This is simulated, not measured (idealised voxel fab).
The process module presented herein is designated voxel local oxidation.
Cross-section cut spans 250 nm and uses square cells 5 nm in size.
Reading order for cross-sections: top band down to bottom band. Underlying form: a grid of square cells. Band size: one or more rows of cells.
This entry defines a band. It first specifies the height of the band's top and the height of its bottom in nm, and then specifies the band's materials from left to right, stating each material with its width in nm. The word "throughout" identifies a single material that fills the band from edge to edge, while the word "blank" identifies empty space.
Heads up on the height convention: 0 is the point under which the incoming wafer is all one material, and the lowest band has no bottom, it just keeps going down, like "0 down".
You'd read "30->40" like this: the band's top row of cells is as wide as the first number, its bottom row is as wide as the second, and going down, every row changes width by the same amount as the row before did.
A step reported as "stayed the same" is a step in which no cell of the cross-section changed.
Closed-off voids of 8+ cells (no open route to the top) go in "Enclosed cavity list", written width x height at distance from the left edge, in nm.
What comes after the settings on a step's line is commentary from the simulator itself on that step.
"overlay nm", when on a step's line for a step with a mask, measures how far to the right of its planned place the mask lay; a negative measure means to the left.

[Steps planned for the process]
| 1 | RECEIVE, material Si |
| 2 | OXIDIZE, depth nm 5 |
| 3 | CONFORMAL_DEP, material SiN, thk nm 10 |
| 4 | PATTERN, tone cover, mask id ACTIVE, material resist, width nm 120, thk nm 15, overlay nm -15 |
| 5 | DIRECTIONAL_ETCH, etch materials SiN, depth nm 10 |
| 6 | STRIP, etch materials resist |
| 7 | SELECTIVE_ETCH, etch materials SiO2, depth nm 5 |
| 8 | OXIDIZE, depth nm 15 |
| 9 | STRIP, etch materials SiN |
All wafers enter the flow in the same state. The overlay nm at step 4 differs from wafer to wafer, and the plan gives the value for the first wafer.

[Cross-section, first of several wafers, as delivered after step 1]
	0 down  Si throughout
	Enclosed cavity list: none

[Once step 9, the last step, is complete, the module is at its end; this is the cross-section of the first of several wafers]
	0 to -5  55 blank; 110 SiO2; 85 blank
	-5 to -20  70 SiO2; 80 Si; 100 SiO2
	-20 down  Si throughout
	Enclosed cavity list: none

[End of module: cross-section, last of several wafers]
	0 to -5  85 blank; 110 SiO2; 55 blank
	-5 to -20  100 SiO2; 80 Si; 70 SiO2
	-20 down  Si throughout
	Enclosed cavity list: none

[The table below has one row for each wafer; a row shows, as of the end of the module, how many cells of each material the wafer has gained, marked (+), or lost, marked (-), since it was received, and then the wafer's closed voids]
overlay nm -15; -152 Si; +124 SiO2; Enclosed cavity list: none
overlay nm -10; -152 Si; +124 SiO2; Enclosed cavity list: none
overlay nm -5; -152 Si; +124 SiO2; Enclosed cavity list: none
overlay nm 0; -152 Si; +124 SiO2; Enclosed cavity list: none
overlay nm 5; -152 Si; +124 SiO2; Enclosed cavity list: none
overlay nm 10; -152 Si; +124 SiO2; Enclosed cavity list: none
overlay nm 15; -152 Si; +124 SiO2; Enclosed cavity list: none
